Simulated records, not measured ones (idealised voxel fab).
Process module, titled voxel self aligned contacts
Xsec cut, 150 nm wide, square cell size 5 nm.
A cross-section is a grid of square cells, given in bands from the top down. A band is one or more rows of cells. Read a band's entry like this: the first values are the height of its top and the height of its bottom in nm, and what follows is the sequence of materials from left to right, each with its width in nm. Note that "empty" is empty space, and that a single material marked "everywhere" reaches across the band from edge to edge. Height is counted from the level 0, under which the received wafer is composed throughout of one material. The lowest of the bands is not closed at the bottom but continues downward, in the notation "0..down". When a width is written as two numbers, as in "30 to 40", the first number is the width in the top row of cells of the band and the second is the width in its bottom row, and the width changes by the same amount from each row to the next. Step note "nothing different" = no cross-section cell changed. "Catalogued sealed voids" contains a list of empty spaces, each no smaller than 8 cells and without an open way to the top, written in the form width x height at distance with the distance from the left edge and all three in nm. Step line, after settings: the simulator's comment on this step. The optional step-line setting "overlay nm" applies to steps with a mask and quantifies how far to the right of its planned location the mask lay, a negative value indicating leftward placement.

### Set out below are the planned steps of the process
1. op RECEIVE | material Si
2. op OXIDIZE | depth nm 5
3. op DIRECTIONAL_DEP | material polySi | thk nm 30
4. op DIRECTIONAL_DEP | material SiN | thk nm 20
5. op MASKED_ETCH | tone cover | mask id GATE | width nm 35 | pitch nm 70 | etch materials SiN | depth nm 20 | overlay nm 0
6. op MASKED_ETCH | tone cover | mask id GATE | width nm 35 | pitch nm 70 | etch materials polySi | depth nm 30 | overlay nm 0
7. op CONFORMAL_DEP | material SiN | thk nm 5
8. op DIRECTIONAL_ETCH | etch materials SiN | depth nm 5
9. op FILL_DEP | material SiO2 | thk nm 15
10. op CMP | height nm 60
11. op PATTERN | tone open | mask id CONTACT | material resist | width nm 45 | thk nm 20 | overlay nm 0
12. op DIRECTIONAL_ETCH | etch materials SiO2 | depth nm 65
13. op STRIP | etch materials resist
14. op CONFORMAL_DEP | material TiN | thk nm 5
15. op FILL_DEP | material Ru | thk nm 10
16. op CMP | height nm 60
17. op CONFORMAL_DEP | material SiN | thk nm 5

### Incoming wafer in cross-section (state: after step 1)
  0..down  Si everywhere
  Catalogued sealed voids: none

### The first of the two wafers as seen in cross-section once the module was finished; processing followed the plan
  65..60  SiN everywhere
  60..50  SiO2=50 / TiN=5 to 15 / Ru=35 to 15 / TiN=5 to 15 / SiO2=55
  50..30  SiO2=15 / SiN=45 / TiN=5 / Ru=15 / TiN=5 / SiN=45 / SiO2=20
  30..0  SiO2=15 / SiN=5 / polySi=35 / SiN=5 / TiN=5 / Ru=15 / TiN=5 / SiN=5 / polySi=35 / SiN=5 / SiO2=20
  0..-5  SiO2=60 / TiN=25 / SiO2=65
  -5..down  Si everywhere
  Catalogued sealed voids: none

### Cross-section, second wafer: same start as the first, same plan as the first, one mistake in running it; taken at the end of the module
  65..60  SiN everywhere
  60..55  SiO2=15 / SiN=45 / TiN=5 / Ru=15 / TiN=5 / SiN=45 / SiO2=20
  55..50  SiO2=15 / SiN=45 / TiN=25 / SiN=45 / SiO2=20
  50..30  SiN everywhere
  30..0  polySi everywhere
  0..-5  SiO2 everywhere
  -5..down  Si everywhere
  Catalogued sealed voids: none
In executing the process, a mistake was made relative to the plan: step 4 of the plan was carried out twice
at the end the second wafer has, in cells: -37 Ru; +60 SiN; -93 SiO2; -26 TiN; +96 polySi
